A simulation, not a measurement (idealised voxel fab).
This is a process module. Its name is voxel wiring stack.
Cross-sectional view cut (width: 250 nm; square cell size: 5 nm).
Cross-section = grid of square cells, listed top down in bands; band = one or more rows. Heights first: top, then bottom, in nm. Then materials, left to right, each with a width in nm. "everywhere" on a single material: fills the band edge to edge. "air": empty space. Counting heights begins at 0, where everything beneath is, in the wafer as received, one material. The lowest band has no bottom; it goes on downwards, as "0..down" shows. When a width is written as two numbers, as in "30 to 40", the first number is the width in the top row of cells of the band and the second is the width in its bottom row, and the width changes by the same amount from each row to the next. You'll sometimes find "identical to before" written for a step, and that's the way of saying that nowhere in the cross-section did a cell change during that step. "Enclosed void catalog": sealed empty spaces, 8 cells or more, no open way to top, listed width x height at distance, with distance from the left edge and width, height and distance in nm. That trailing text on a step's line, after the settings, is the simulator's own remark on the step. overlay nm: mask right of planned place by this much (step with mask). Neg. = left.
-- Intended process steps
| 1 | RECEIVE [material Si] |
| 2 | CONFORMAL_DEP [material SiO2] [thk nm 10] |
| 3 | DIRECTIONAL_DEP [material TiN] [thk nm 5] |
| 4 | DIRECTIONAL_DEP [material W] [thk nm 15] |
| 5 | DIRECTIONAL_DEP [material aC] [thk nm 10] |
| 6 | PATTERN [tone cover] [mask id METAL_1] [material resist] [width nm 30] [pitch nm 50] [thk nm 25] [overlay nm 0] |
| 7 | DIRECTIONAL_ETCH [etch materials aC] [depth nm 10] |
| 8 | STRIP [etch materials resist] |
| 9 | DIRECTIONAL_ETCH [etch materials W] [depth nm 15] |
| 10 | DIRECTIONAL_ETCH [etch materials TiN] [depth nm 5] |
| 11 | STRIP [etch materials aC] |
| 12 | FILL_DEP [material lowk] [thk nm 5] |
| 13 | CMP [height nm 30] |
| 14 | CONFORMAL_DEP [material SiCN] [thk nm 5] |
| 15 | DIRECTIONAL_DEP [material lowk] [thk nm 25] |
| 16 | DIRECTIONAL_DEP [material aC] [thk nm 10] |
| 17 | PATTERN [tone open] [mask id METAL_2] [material resist] [width nm 30] [pitch nm 50] [thk nm 25] [overlay nm 0] |
| 18 | DIRECTIONAL_ETCH [etch materials aC] [depth nm 10] |
| 19 | STRIP [etch materials resist] |
| 20 | DIRECTIONAL_ETCH [etch materials lowk] [depth nm 15] |
| 21 | STRIP [etch materials aC] |
| 22 | MASKED_ETCH [tone open] [mask id METAL_2_HOLES] [width nm 15] [pitch nm 50] [etch materials lowk] [depth nm 10] [overlay nm 0] |
| 23 | MASKED_ETCH [tone open] [mask id METAL_2_HOLES] [width nm 15] [pitch nm 50] [etch materials SiCN] [depth nm 5] [overlay nm 0] |
| 24 | CONFORMAL_DEP [material TiN] [thk nm 5] |
| 25 | FILL_DEP [material Cu] [thk nm 10] |
| 26 | CMP [height nm 60] |
| 27 | CONFORMAL_DEP [material SiCN] [thk nm 5] |
| 28 | DIRECTIONAL_DEP [material SiO2] [thk nm 15] |
| 29 | PATTERN [tone open] [mask id PLUG_2] [material resist] [width nm 15] [pitch nm 50] [thk nm 15] [overlay nm 0] |
| 30 | DIRECTIONAL_ETCH [etch materials SiO2] [depth nm 15] |
| 31 | DIRECTIONAL_ETCH [etch materials SiCN] [depth nm 5] |
| 32 | STRIP [etch materials resist] |
| 33 | EPI [material Ru] [thk nm 10] |
| 34 | EPI [material Ru] [thk nm 10] |
| 35 | DIRECTIONAL_DEP [material TiN] [thk nm 5] |
| 36 | DIRECTIONAL_DEP [material Ru] [thk nm 25] |
| 37 | MASKED_ETCH [tone cover] [mask id METAL_3] [width nm 30] [pitch nm 50] [etch materials Ru] [depth nm 25] [overlay nm 0] |
| 38 | MASKED_ETCH [tone cover] [mask id METAL_3] [width nm 30] [pitch nm 50] [etch materials TiN] [depth nm 5] [overlay nm 0] |
| 39 | CONFORMAL_DEP [material SiCN] [thk nm 5] |
| 40 | FILL_DEP [material lowk] [thk nm 5] |
| 41 | CMP [height nm 110] |
| 42 | CONFORMAL_DEP [material SiCN] [thk nm 5] |
-- Received-state cross-section, reflecting completion of step 1
	0..down  Si everywhere
	Enclosed void catalog: none
-- Cross-sectional image of the first of two wafers at the end of the module, the run having proceeded as planned
	115..110  SiCN everywhere
	110..85  lowk 55  SiCN 5  Ru 30  SiCN 5  lowk 10  SiCN 5  Ru 30  SiCN 5  lowk 10  SiCN 5  Ru 30  SiCN 5  lowk 55
	85..80  SiCN 60  TiN 30  SiCN 20  TiN 30  SiCN 20  TiN 30  SiCN 60
	80..65  SiO2 60  Ru 15  SiO2 35  Ru 15  SiO2 35  Ru 15  SiO2 75
	65..60  SiCN 60  Ru 15  SiCN 35  Ru 15  SiCN 35  Ru 15  SiCN 75
	60..50  lowk 60  TiN 5  Cu 20  TiN 5  lowk 20  TiN 5  Cu 20  TiN 5  lowk 20  TiN 5  Cu 20  TiN 5  lowk 60
	50..45  lowk 60  TiN 5  Cu 5  TiN 20  lowk 20  TiN 5  Cu 5  TiN 20  lowk 20  TiN 5  Cu 5  TiN 20  lowk 60
	45..35  lowk 60  TiN 5  Cu 5  TiN 5  lowk 35  TiN 5  Cu 5  TiN 5  lowk 35  TiN 5  Cu 5  TiN 5  lowk 75
	35..30  SiCN 60  TiN 15  SiCN 35  TiN 15  SiCN 35  TiN 15  SiCN 75
	30..15  lowk 60  W 30  lowk 20  W 30  lowk 20  W 30  lowk 60
	15..10  lowk 60  TiN 30  lowk 20  TiN 30  lowk 20  TiN 30  lowk 60
	10..0  SiO2 everywhere
	0..down  Si everywhere
	Enclosed void catalog: none
-- Cross-sectional image of the second wafer of the two following completion of the module. Starting state and process plan were the same as for the first wafer; one execution error occurred
	115..110  SiCN everywhere
	110..85  lowk 55  SiCN 5  Ru 30  SiCN 5  lowk 10  SiCN 5  Ru 30  SiCN 5  lowk 10  SiCN 5  Ru 30  SiCN 5  lowk 55
	85..80  SiCN 60  TiN 30  SiCN 20  TiN 30  SiCN 20  TiN 30  SiCN 60
	80..65  SiO2 60  Ru 15  SiO2 35  Ru 15  SiO2 35  Ru 15  SiO2 75
	65..60  SiCN 60  Ru 15  SiCN 35  Ru 15  SiCN 35  Ru 15  SiCN 75
	60..50  lowk 60  TiN 5  Cu 25  TiN 5  lowk 15  TiN 5  Cu 25  TiN 5  lowk 15  TiN 5  Cu 25  TiN 5  lowk 55
	50..45  lowk 60  TiN 5  Cu 5  TiN 25  lowk 15  TiN 5  Cu 5  TiN 25  lowk 15  TiN 5  Cu 5  TiN 25  lowk 55
	45..35  lowk 60  TiN 5  Cu 5  TiN 5  lowk 35  TiN 5  Cu 5  TiN 5  lowk 35  TiN 5  Cu 5  TiN 5  lowk 75
	35..30  SiCN 60  TiN 15  SiCN 35  TiN 15  SiCN 35  TiN 15  SiCN 75
	30..15  lowk 60  W 30  lowk 20  W 30  lowk 20  W 30  lowk 60
	15..10  lowk 60  TiN 30  lowk 20  TiN 30  lowk 20  TiN 30  lowk 60
	10..0  SiO2 everywhere
	0..down  Si everywhere
	Enclosed void catalog: none
Deviation from plan: step 17: run off-plan, actual operation and settings PATTERN [tone open] [mask id METAL_2] [material resist] [width nm 35] [pitch nm 50] [thk nm 25] [overlay nm 0]
Final difference in cells, second wafer against first, listed per material as more or fewer: 6 more of Cu; 3 more of TiN; 9 fewer of lowk
